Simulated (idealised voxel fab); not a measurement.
process module | voxel self aligned vias
cross-section cut | 270 nm wide | cells 5 nm
A cross-section is a grid of square cells, given in bands from the top down. A band is one or more rows of cells.
Each band's line starts with the height of the band's top and of its bottom, in nm. Then come its materials from left to right, each with its width in nm. One material with "throughout" fills the band from edge to edge. "air" is empty space.
Height 0 is the level under which the wafer as received is all one material. The lowest band goes on downwards, as in "0 down".
A width such as "30 to 40" changes by the same amount from each row of cells to the next, from the band's top row to its bottom row.
"no change" after a step means that no cell of the cross-section changed.
closed voids: empty space of 8 cells or more with no open way to the top, each as width x height at its distance from the left edge, in nm
after a step's settings: what the simulator itself notes on the step
overlay nm, on a step with a mask: how far to the right of its planned place the mask lay; to the left if negative
plan
1 op RECEIVE | material Si
2 op CONFORMAL_DEP | material SiO2 | thk nm 15
3 op CONFORMAL_DEP | material SiCN | thk nm 5
4 op DIRECTIONAL_DEP | material SiO2 | thk nm 30
5 op DIRECTIONAL_DEP | material aC | thk nm 10
6 op PATTERN | tone open | mask id LINES | material resist | width nm 30 | pitch nm 65 | thk nm 30 | overlay nm 0
7 op DIRECTIONAL_ETCH | etch materials aC | depth nm 10
8 op STRIP | etch materials resist
9 op DIRECTIONAL_ETCH | etch materials SiO2 | depth nm 30
10 op STRIP | etch materials aC
11 op CONFORMAL_DEP | material TiN | thk nm 5
12 op FILL_DEP | material W | thk nm 5
13 op CMP | height nm 50
14 op SELECTIVE_ETCH | etch materials W Ru TiN | depth nm 5
15 op FILL_DEP | material SiN | thk nm 5
16 op CMP | height nm 50
17 op DIRECTIONAL_DEP | material SiO2 | thk nm 15
18 op MASKED_ETCH | tone open | mask id VIAS | width nm 40 | pitch nm 65 | etch materials SiO2 | depth nm 15 | overlay nm 0
19 op MASKED_ETCH | tone open | mask id VIAS | width nm 40 | pitch nm 65 | etch materials SiN | depth nm 5 | overlay nm 0
20 op CONFORMAL_DEP | material TiN | thk nm 5
21 op FILL_DEP | material W | thk nm 5
22 op CMP | height nm 65
23 op CONFORMAL_DEP | material SiN | thk nm 5
as received, after step 1
  0 down: Si throughout
  closed voids: none
first wafer at the end, as planned
  70 to 65: SiN throughout
  65 to 55: SiO2 50 | TiN 5 | W 30 | TiN 5 | SiO2 25 | TiN 5 | W 30 | TiN 5 | SiO2 25 | TiN 5 | W 30 | TiN 5 | SiO2 50
  55 to 50: SiO2 50 | TiN 10 | W 20 | TiN 10 | SiO2 25 | TiN 10 | W 20 | TiN 10 | SiO2 25 | TiN 10 | W 20 | TiN 10 | SiO2 50
  50 to 45: SiO2 55 | TiN 30 | SiO2 35 | TiN 30 | SiO2 35 | TiN 30 | SiO2 55
  45 to 25: SiO2 55 | TiN 5 | W 20 | TiN 5 | SiO2 35 | TiN 5 | W 20 | TiN 5 | SiO2 35 | TiN 5 | W 20 | TiN 5 | SiO2 55
  25 to 20: SiO2 55 | TiN 30 | SiO2 35 | TiN 30 | SiO2 35 | TiN 30 | SiO2 55
  20 to 15: SiCN throughout
  15 to 0: SiO2 throughout
  0 down: Si throughout
  closed voids: none
second wafer at the end: like start, like plan, one mistake
  70 to 65: SiN throughout
  65 to 55: SiO2 50 | TiN 5 | W 30 | TiN 5 | SiO2 25 | TiN 5 | W 30 | TiN 5 | SiO2 25 | TiN 5 | W 30 | TiN 5 | SiO2 50
  55 to 50: SiO2 50 | TiN 10 | W 20 | TiN 10 | SiO2 25 | TiN 10 | W 20 | TiN 10 | SiO2 25 | TiN 10 | W 20 | TiN 10 | SiO2 50
  50 to 45: SiO2 55 | TiN 30 | SiO2 35 | TiN 30 | SiO2 35 | TiN 30 | SiO2 55
  45 to 30: SiO2 55 | TiN 5 | W 20 | TiN 5 | SiO2 35 | TiN 5 | W 20 | TiN 5 | SiO2 35 | TiN 5 | W 20 | TiN 5 | SiO2 55
  30 to 25: SiO2 55 | TiN 30 | SiO2 35 | TiN 30 | SiO2 35 | TiN 30 | SiO2 55
  25 to 20: SiCN throughout
  20 to 0: SiO2 throughout
  0 down: Si throughout
  closed voids: none
what went wrong: step 2 ran as: op CONFORMAL_DEP | material SiO2 | thk nm 20
at the end the second wafer has, in cells: 18 more of SiO2 | 6 fewer of TiN | 12 fewer of W
